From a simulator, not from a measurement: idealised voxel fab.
Process module, titled voxel transistor to metal
The figure presents cross-section cut, which has a width of 200 nm and is divided into square cells with an edge length of 5 nm.
Cross-section format: a grid of square cells, given as bands from top to bottom; each band is one or more rows of cells.
Per band: top height and bottom height in nm, followed by the left-to-right materials and their widths in nm; "throughout" marks a single material spanning edge to edge, "blank" marks empty space.
Ref level 0: as-received wafer is one material below here. Bottom band extends down with no lower bound ("0 -> down").
The two numbers in a width such as "30 to 40" mark its ends across the band: the first belongs to the top row of cells, the second to the bottom row, and from each row to the next the width moves by the same amount.
No cell of the cross-section changed in a step that is given as "nothing got changed".
Reported under the label "Encapsulated voids" are the empty spaces having no open way to the top and comprising 8 cells or more; the notation for each is width x height at distance, in which the distance is measured from the left edge and all three values are in nm.
Heads up: the bit after the settings on a step's line is the simulator's remark on that step.
A step's line can hold "overlay nm"; with a mask on that step, the setting says how far right of the planned place the mask lay, while a negative setting says it lay to the left.

The planned process steps are enumerated hereunder:
1 RECEIVE [material Si]
2 CONFORMAL_DEP [material SiO2] [thk nm 5]
3 CONFORMAL_DEP [material SiN] [thk nm 15]
4 MASKED_ETCH [tone cover] [mask id ACTIVE] [width nm 95] [etch materials SiN] [depth nm 15] [overlay nm 0]
5 MASKED_ETCH [tone cover] [mask id ACTIVE] [width nm 95] [etch materials SiO2] [depth nm 5] [overlay nm 0]
6 MASKED_ETCH [tone cover] [mask id ACTIVE] [width nm 95] [etch materials Si] [depth nm 20] [overlay nm 0]
7 OXIDIZE [depth nm 5]
8 FILL_DEP [material SiO2] [thk nm 10]
9 CMP [height nm 20]
10 SELECTIVE_ETCH [etch materials SiO2] [depth nm 10]
11 STRIP [etch materials SiN]
12 SELECTIVE_ETCH [etch materials SiO2] [depth nm 5]
13 OXIDIZE [depth nm 5]
14 DIRECTIONAL_DEP [material polySi] [thk nm 30]
15 DIRECTIONAL_DEP [material SiCN] [thk nm 15]
16 PATTERN [tone cover] [mask id GATE] [material resist] [width nm 15] [thk nm 20] [overlay nm 0]
17 DIRECTIONAL_ETCH [etch materials SiCN] [depth nm 25]
18 DIRECTIONAL_ETCH [etch materials polySi] [depth nm 40]
19 STRIP [etch materials resist]
20 CONFORMAL_DEP [material SiO2] [thk nm 5]
21 DIRECTIONAL_ETCH [etch materials SiO2] [depth nm 5]
22 CONFORMAL_DEP [material SiN] [thk nm 5]
23 DIRECTIONAL_ETCH [etch materials SiN] [depth nm 5]
24 DIRECTIONAL_ETCH [etch materials SiO2] [depth nm 5]
25 DIRECTIONAL_ETCH [etch materials Si] [depth nm 15]
26 EPI [material pSi] [thk nm 20]
27 FILL_DEP [material SiO2] [thk nm 5]
28 CMP [height nm 45]
29 DIRECTIONAL_DEP [material SiO2] [thk nm 10]
30 PATTERN [tone open] [mask id CONTACT] [material resist] [width nm 20] [pitch nm 65] [thk nm 20] [overlay nm 0]
31 DIRECTIONAL_ETCH [etch materials SiO2] [depth nm 55]
32 STRIP [etch materials resist]
33 CONFORMAL_DEP [material TiN] [thk nm 5]
34 FILL_DEP [material Ru] [thk nm 5]
35 CMP [height nm 55]
36 DIRECTIONAL_DEP [material TiN] [thk nm 5]
37 DIRECTIONAL_DEP [material W] [thk nm 25]
38 MASKED_ETCH [tone cover] [mask id METAL_1] [width nm 20] [pitch nm 65] [etch materials W] [depth nm 25] [overlay nm 0]
39 MASKED_ETCH [tone cover] [mask id METAL_1] [width nm 20] [pitch nm 65] [etch materials TiN] [depth nm 5] [overlay nm 0]
40 CONFORMAL_DEP [material SiCN] [thk nm 5]
41 FILL_DEP [material lowk] [thk nm 5]
42 CMP [height nm 85]
43 CONFORMAL_DEP [material SiCN] [thk nm 5]
44 DIRECTIONAL_DEP [material SiO2] [thk nm 35]
45 MASKED_ETCH [tone open] [mask id METAL_2] [width nm 20] [pitch nm 65] [etch materials SiO2] [depth nm 20] [overlay nm 0]
46 MASKED_ETCH [tone open] [mask id METAL_2_HOLES] [width nm 15] [pitch nm 65] [etch materials SiO2] [depth nm 15] [overlay nm 0]
47 MASKED_ETCH [tone open] [mask id METAL_2_HOLES] [width nm 15] [pitch nm 65] [etch materials SiCN] [depth nm 5] [overlay nm 0]
48 CONFORMAL_DEP [material TiN] [thk nm 5]
49 FILL_DEP [material Cu] [thk nm 5]
50 CMP [height nm 125]
51 CONFORMAL_DEP [material SiN] [thk nm 5]
What sets these wafers apart? The depth nm at step 6. They all start alike, and the plan carries the first wafer's value.

Here's the first of the wafers in cross-section, just as we got it, i.e. after step 1:
* 0 -> down | Si throughout
* Encapsulated voids: none

Cross-section after step 51, the final step of the module, for the first of several wafers:
* 130 -> 125 | SiN throughout
* 125 -> 110 | 55 of SiO2; 5 of TiN; 10 of Cu; 5 of TiN; 45 of SiO2; 5 of TiN; 10 of Cu; 5 of TiN; 60 of SiO2
* 110 -> 105 | 55 of SiO2; 5 of TiN; 5 of Cu; 10 of TiN; 45 of SiO2; 5 of TiN; 5 of Cu; 10 of TiN; 60 of SiO2
* 105 -> 90 | 55 of SiO2; 5 of TiN; 5 of Cu; 5 of TiN; 50 of SiO2; 5 of TiN; 5 of Cu; 5 of TiN; 65 of SiO2
* 90 -> 85 | 55 of SiCN; 15 of TiN; 50 of SiCN; 15 of TiN; 65 of SiCN
* 85 -> 60 | 50 of lowk; 5 of SiCN; 20 of W; 5 of SiCN; 35 of lowk; 5 of SiCN; 20 of W; 5 of SiCN; 55 of lowk
* 60 -> 55 | 55 of SiCN; 20 of TiN; 45 of SiCN; 20 of TiN; 60 of SiCN
* 55 -> 45 | 55 of SiO2; 5 of TiN; 10 of Ru; 5 of TiN; 45 of SiO2; 5 of TiN; 10 of Ru; 5 of TiN; 60 of SiO2
* 45 -> 30 | 55 of SiO2; 5 of TiN; 10 of Ru; 5 of TiN; 5 of SiO2; 5 of SiN; 5 of SiO2; 15 of SiCN; 5 of SiO2; 5 of SiN; 5 of SiO2; 5 of TiN; 10 of Ru; 5 of TiN; 60 of SiO2
* 30 -> 20 | 55 of SiO2; 5 of TiN; 10 of Ru; 5 of TiN; 5 of SiO2; 5 of SiN; 5 of SiO2; 15 of polySi; 5 of SiO2; 5 of SiN; 5 of SiO2; 5 of TiN; 10 of Ru; 5 of TiN; 60 of SiO2
* 20 -> 15 | 55 of SiO2; 20 of TiN; 5 of SiO2; 5 of SiN; 5 of SiO2; 15 of polySi; 5 of SiO2; 5 of SiN; 5 of SiO2; 20 of TiN; 60 of SiO2
* 15 -> 5 | 55 of SiO2; 5 of TiN; 20 of pSi; 5 of SiN; 5 of SiO2; 15 of polySi; 5 of SiO2; 5 of SiN; 20 of pSi; 5 of TiN; 60 of SiO2
* 5 -> 0 | 50 of SiO2; 5 of SiN; 5 of TiN; 20 of pSi; 5 of SiN; 5 of SiO2; 15 of polySi; 5 of SiO2; 5 of SiN; 20 of pSi; 5 of TiN; 5 of SiN; 55 of SiO2
* 0 -> -5 | 55 of SiO2; 25 of pSi; 35 of SiO2; 25 of pSi; 60 of SiO2
* -5 -> -20 | 55 of SiO2; 25 of pSi; 35 of Si; 25 of pSi; 60 of SiO2
* -20 -> -25 | 55 of SiO2; 85 of Si; 60 of SiO2
* -25 -> down | Si throughout
* Encapsulated voids: none

Cross-sectional view of the final wafer of several at the module's end:
* 130 -> 125 | SiN throughout
* 125 -> 110 | 55 of SiO2; 5 of TiN; 10 of Cu; 5 of TiN; 45 of SiO2; 5 of TiN; 10 of Cu; 5 of TiN; 60 of SiO2
* 110 -> 105 | 55 of SiO2; 5 of TiN; 5 of Cu; 10 of TiN; 45 of SiO2; 5 of TiN; 5 of Cu; 10 of TiN; 60 of SiO2
* 105 -> 90 | 55 of SiO2; 5 of TiN; 5 of Cu; 5 of TiN; 50 of SiO2; 5 of TiN; 5 of Cu; 5 of TiN; 65 of SiO2
* 90 -> 85 | 55 of SiCN; 15 of TiN; 50 of SiCN; 15 of TiN; 65 of SiCN
* 85 -> 60 | 50 of lowk; 5 of SiCN; 20 of W; 5 of SiCN; 35 of lowk; 5 of SiCN; 20 of W; 5 of SiCN; 55 of lowk
* 60 -> 55 | 55 of SiCN; 20 of TiN; 45 of SiCN; 20 of TiN; 60 of SiCN
* 55 -> 45 | 55 of SiO2; 5 of TiN; 10 of Ru; 5 of TiN; 45 of SiO2; 5 of TiN; 10 of Ru; 5 of TiN; 60 of SiO2
* 45 -> 30 | 55 of SiO2; 5 of TiN; 10 of Ru; 5 of TiN; 5 of SiO2; 5 of SiN; 5 of SiO2; 15 of SiCN; 5 of SiO2; 5 of SiN; 5 of SiO2; 5 of TiN; 10 of Ru; 5 of TiN; 60 of SiO2
* 30 -> 20 | 55 of SiO2; 5 of TiN; 10 of Ru; 5 of TiN; 5 of SiO2; 5 of SiN; 5 of SiO2; 15 of polySi; 5 of SiO2; 5 of SiN; 5 of SiO2; 5 of TiN; 10 of Ru; 5 of TiN; 60 of SiO2
* 20 -> 15 | 55 of SiO2; 20 of TiN; 5 of SiO2; 5 of SiN; 5 of SiO2; 15 of polySi; 5 of SiO2; 5 of SiN; 5 of SiO2; 20 of TiN; 60 of SiO2
* 15 -> 5 | 55 of SiO2; 5 of TiN; 20 of pSi; 5 of SiN; 5 of SiO2; 15 of polySi; 5 of SiO2; 5 of SiN; 20 of pSi; 5 of TiN; 60 of SiO2
* 5 -> 0 | 50 of SiO2; 5 of SiN; 5 of TiN; 20 of pSi; 5 of SiN; 5 of SiO2; 15 of polySi; 5 of SiO2; 5 of SiN; 20 of pSi; 5 of TiN; 5 of SiN; 55 of SiO2
* 0 -> -5 | 55 of SiO2; 25 of pSi; 35 of SiO2; 25 of pSi; 60 of SiO2
* -5 -> -20 | 55 of SiO2; 25 of pSi; 35 of Si; 25 of pSi; 60 of SiO2
* -20 -> -50 | 55 of SiO2; 85 of Si; 60 of SiO2
* -50 -> down | Si throughout
* Encapsulated voids: none

For your reference, the table is organized with a row per wafer; each row reflects the wafer at the end of the module, indicating for each material the cells gained (+) or lost (-) since receipt, and thereafter its closed voids:
depth nm 20, +20 Cu, +28 Ru, -162 Si, +95 SiCN, +60 SiN, +651 SiO2, +86 TiN, +40 W, +140 lowk, +64 pSi, +18 polySi, Encapsulated voids: none
depth nm 25, +20 Cu, +28 Ru, -185 Si, +95 SiCN, +60 SiN, +674 SiO2, +86 TiN, +40 W, +140 lowk, +64 pSi, +18 polySi, Encapsulated voids: none
depth nm 30, +20 Cu, +28 Ru, -208 Si, +95 SiCN, +60 SiN, +697 SiO2, +86 TiN, +40 W, +140 lowk, +64 pSi, +18 polySi, Encapsulated voids: none
depth nm 35, +20 Cu, +28 Ru, -231 Si, +95 SiCN, +60 SiN, +720 SiO2, +86 TiN, +40 W, +140 lowk, +64 pSi, +18 polySi, Encapsulated voids: none
depth nm 40, +20 Cu, +28 Ru, -254 Si, +95 SiCN, +60 SiN, +743 SiO2, +86 TiN, +40 W, +140 lowk, +64 pSi, +18 polySi, Encapsulated voids: none
depth nm 45, +20 Cu, +28 Ru, -277 Si, +95 SiCN, +60 SiN, +766 SiO2, +86 TiN, +40 W, +140 lowk, +64 pSi, +18 polySi, Encapsulated voids: none
